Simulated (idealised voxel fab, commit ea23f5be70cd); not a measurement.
Module name: voxel ribs on slabs (process module)
The width of the displayed cross-section, cut, is 270 nm; its cells are square, with a size of 5 nm.
Cross-section spec: square-cell grid; bands listed top down; each band is one or more rows.
Band entry format. Leading values: height of top, height of bottom, nm. Remainder: materials in left-to-right order, each with its width in nm. Special words: "edge to edge" on a single material, which then fills the band edge to edge; "blank", empty space.
Height 0 is the level under which the wafer as received is all one material. The lowest band goes on downwards, as in "top 0, no bottom".
It should be noted that a width expressed as "30..40" varies in equal increments from row to row of cells within the band, taking the value of the first number at the top row and that of the second number at the bottom row.
"changes: none" for a step: no cell of the cross-section changed in that step.
For the entry "Closed void list", the listed items are empty spaces with no open way to the top whose size is 8 cells or more; each item follows the pattern width x height at distance, where distance is from the left edge and all three are in nm.
Note: text after step settings on the step line = simulator remark on that step.
The optional step-line setting "overlay nm" applies to steps with a mask and quantifies how far to the right of its planned location the mask lay, a negative value indicating leftward placement.

PLAN
1 RECEIVE, material Si
2 DIRECTIONAL_DEP, material SiO2, thk nm 20
3 DIRECTIONAL_DEP, material polySi, thk nm 15
4 MASKED_ETCH, tone cover, mask id RIB, width nm 30, etch materials polySi, depth nm 5, overlay nm 0
5 PATTERN, tone cover, mask id SLAB, material resist, width nm 60, thk nm 15, overlay nm -15
6 DIRECTIONAL_ETCH, etch materials polySi, depth nm 10
7 STRIP, etch materials resist
8 FILL_DEP, material SiO2, thk nm 20
9 CMP, height nm 50
10 DIRECTIONAL_DEP, material W, thk nm 5
11 DIRECTIONAL_DEP, material aC, thk nm 10
12 PATTERN, tone cover, mask id HEATER, material resist, width nm 40, thk nm 25, overlay nm 0
13 DIRECTIONAL_ETCH, etch materials aC, depth nm 10
14 STRIP, etch materials resist
15 DIRECTIONAL_ETCH, etch materials W, depth nm 5
16 STRIP, etch materials aC
17 CONFORMAL_DEP, material SiO2, thk nm 5
What sets these wafers apart? The overlay nm at step 5. They all start alike, and the plan carries the first wafer's value.

HERE'S THE FIRST OF THE WAFERS IN CROSS-SECTION, JUST AS WE GOT IT, I.E. AFTER STEP 1
- top 0, no bottom: Si edge to edge
- Closed void list: none

SO IN THIS TABLE EVERY WAFER GETS ITS OWN ROW, AND WHAT YOU SEE IS WHERE IT STANDS AT THE END OF THE MODULE: FOR EACH MATERIAL, HOW MANY CELLS IT PICKED UP (+) OR GAVE UP (-) SINCE WE RECEIVED IT, AND AFTER THAT ITS CLOSED VOIDS
overlay nm -15 | +566 SiO2 | +8 W | +30 polySi | Closed void list: none
overlay nm -10 | +566 SiO2 | +8 W | +30 polySi | Closed void list: none
overlay nm -5 | +566 SiO2 | +8 W | +30 polySi | Closed void list: none
overlay nm 0 | +566 SiO2 | +8 W | +30 polySi | Closed void list: none
overlay nm 5 | +566 SiO2 | +8 W | +30 polySi | Closed void list: none
overlay nm 10 | +566 SiO2 | +8 W | +30 polySi | Closed void list: none
overlay nm 15 | +566 SiO2 | +8 W | +30 polySi | Closed void list: none
